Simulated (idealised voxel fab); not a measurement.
The process module presented herein is designated voxel wiring stack.
The cross-section shown here is cut; it is 270 nm wide and divided into square cells measuring 5 nm on a side.
Bands, listed from the top down, are how a cross-section gets written in this document; the cross-section itself is a grid of square cells, and a band is one or more rows of them. A band entry consists of two parts. The first gives the height of the band's top and the height of its bottom, in nm. The rest lists the band's materials from left to right, each with its width in nm. A single material labelled with the word "all across" fills the band from edge to edge, and the word "empty" marks empty space. Counting heights begins at 0, where everything beneath is, in the wafer as received, one material. The lowest band has no bottom; it goes on downwards, as "z 0 and below" shows. When a width is written as two numbers, as in "30 to 40", the first number is the width in the top row of cells of the band and the second is the width in its bottom row, and the width changes by the same amount from each row to the next. Where the words "no modification" appear for a step, the cross-section shows no cell changed by that step; every cell remained as before. "Listed closed voids": sealed empty spaces, 8 cells or more, no open way to top, listed width x height at distance, with distance from the left edge and width, height and distance in nm. Heads up: the bit after the settings on a step's line is the simulator's remark on that step. overlay nm: where the mask lay relative to plan, measured to the right, on steps with a mask; negatives go left.
-- Process steps (planned)
- 1: RECEIVE (material Si)
- 2: CONFORMAL_DEP (material SiO2; thk nm 10)
- 3: CONFORMAL_DEP (material SiCN; thk nm 5)
- 4: DIRECTIONAL_DEP (material SiO2; thk nm 20)
- 5: DIRECTIONAL_DEP (material aC; thk nm 10)
- 6: PATTERN (tone open; mask id METAL_1; material resist; width nm 20; pitch nm 45; thk nm 30; overlay nm 0)
- 7: DIRECTIONAL_ETCH (etch materials aC; depth nm 10)
- 8: STRIP (etch materials resist)
- 9: DIRECTIONAL_ETCH (etch materials SiO2; depth nm 20)
- 10: DIRECTIONAL_ETCH (etch materials SiCN; depth nm 5)
- 11: STRIP (etch materials aC)
- 12: CONFORMAL_DEP (material TiN; thk nm 5)
- 13: FILL_DEP (material Cu; thk nm 10)
- 14: CMP (height nm 35)
- 15: EPI (material Ru; thk nm 5)
- 16: FILL_DEP (material SiCN; thk nm 5)
- 17: DIRECTIONAL_DEP (material SiO2; thk nm 20)
- 18: PATTERN (tone open; mask id PLUG_1; material resist; width nm 15; thk nm 15; overlay nm 0)
- 19: DIRECTIONAL_ETCH (etch materials SiO2; depth nm 20)
- 20: DIRECTIONAL_ETCH (etch materials SiCN; depth nm 5)
- 21: STRIP (etch materials resist)
- 22: CONFORMAL_DEP (material TiN; thk nm 5)
- 23: FILL_DEP (material Ru; thk nm 5)
- 24: CMP (height nm 65)
- 25: DIRECTIONAL_DEP (material TiN; thk nm 5)
- 26: DIRECTIONAL_DEP (material Ru; thk nm 25)
- 27: MASKED_ETCH (tone cover; mask id METAL_2; width nm 20; pitch nm 45; etch materials Ru; depth nm 25; overlay nm 0)
- 28: MASKED_ETCH (tone cover; mask id METAL_2; width nm 20; pitch nm 45; etch materials TiN; depth nm 5; overlay nm 0)
- 29: CONFORMAL_DEP (material SiN; thk nm 5)
- 30: FILL_DEP (material lowk; thk nm 5)
- 31: CMP (height nm 95)
- 32: CONFORMAL_DEP (material SiCN; thk nm 5)
- 33: DIRECTIONAL_DEP (material SiO2; thk nm 15)
- 34: PATTERN (tone open; mask id PLUG_2; material resist; width nm 15; pitch nm 45; thk nm 15; overlay nm 0)
- 35: DIRECTIONAL_ETCH (etch materials SiO2; depth nm 15)
- 36: DIRECTIONAL_ETCH (etch materials SiCN; depth nm 5)
- 37: STRIP (etch materials resist)
- 38: CONFORMAL_DEP (material TiN; thk nm 5)
- 39: FILL_DEP (material Ru; thk nm 10)
- 40: CMP (height nm 115)
- 41: DIRECTIONAL_DEP (material TiN; thk nm 5)
- 42: DIRECTIONAL_DEP (material Ru; thk nm 15)
- 43: MASKED_ETCH (tone cover; mask id METAL_3; width nm 20; pitch nm 45; etch materials Ru; depth nm 15; overlay nm 0)
- 44: MASKED_ETCH (tone cover; mask id METAL_3; width nm 20; pitch nm 45; etch materials TiN; depth nm 5; overlay nm 0)
- 45: CONFORMAL_DEP (material SiCN; thk nm 5)
- 46: FILL_DEP (material SiO2; thk nm 10)
- 47: CMP (height nm 135)
- 48: CONFORMAL_DEP (material SiCN; thk nm 5)
-- Incoming wafer in cross-section (state: after step 1)
* z 0 and below: Si all across
* Listed closed voids: none
-- The cross-section shown corresponds to the wafer at the conclusion of the module. The initial structure and the process plan are those presented above; however, one mistake occurred in executing the plan
* z 140 to 135: SiCN all across
* z 135 to 120: SiO2: 95 / SiCN: 5 / Ru: 20 / SiCN: 5 / SiO2: 15 / SiCN: 5 / Ru: 20 / SiCN: 5 / SiO2: 100
* z 120 to 115: SiCN: 100 / TiN: 20 / SiCN: 25 / TiN: 20 / SiCN: 105
* z 115 to 100: SiO2: 100 / TiN: 5 / Ru: 5 / TiN: 5 / SiO2: 30 / TiN: 5 / Ru: 5 / TiN: 5 / SiO2: 110
* z 100 to 95: SiCN: 100 / TiN: 15 / SiCN: 30 / TiN: 15 / SiCN: 110
* z 95 to 75: Ru: 100 / SiN: 5 / lowk: 10 / SiN: 5 / Ru: 25 / SiN: 5 / lowk: 10 / SiN: 5 / Ru: 105
* z 75 to 70: Ru: 100 / SiN: 20 / Ru: 25 / SiN: 20 / Ru: 105
* z 70 to 65: TiN all across
* z 65 to 45: SiO2: 100 / TiN: 5 / Ru: 5 / TiN: 5 / SiO2: 155
* z 45 to 40: SiCN: 100 / TiN: 15 / SiCN: 155
* z 40 to 35: SiCN: 95 / Ru: 30 / SiCN: 15 / Ru: 30 / SiCN: 100
* z 35 to 15: SiO2: 100 / TiN: 5 / Cu: 10 / TiN: 5 / SiO2: 25 / TiN: 5 / Cu: 10 / TiN: 5 / SiO2: 105
* z 15 to 10: SiCN: 100 / TiN: 20 / SiCN: 25 / TiN: 20 / SiCN: 105
* z 10 to 0: SiO2 all across
* z 0 and below: Si all across
* Listed closed voids: none
Which mistake was made when the wafer was run? step 27: run off-plan, actual operation and settings MASKED_ETCH (tone open; mask id METAL_2; width nm 20; pitch nm 45; etch materials Ru; depth nm 25; overlay nm 0)
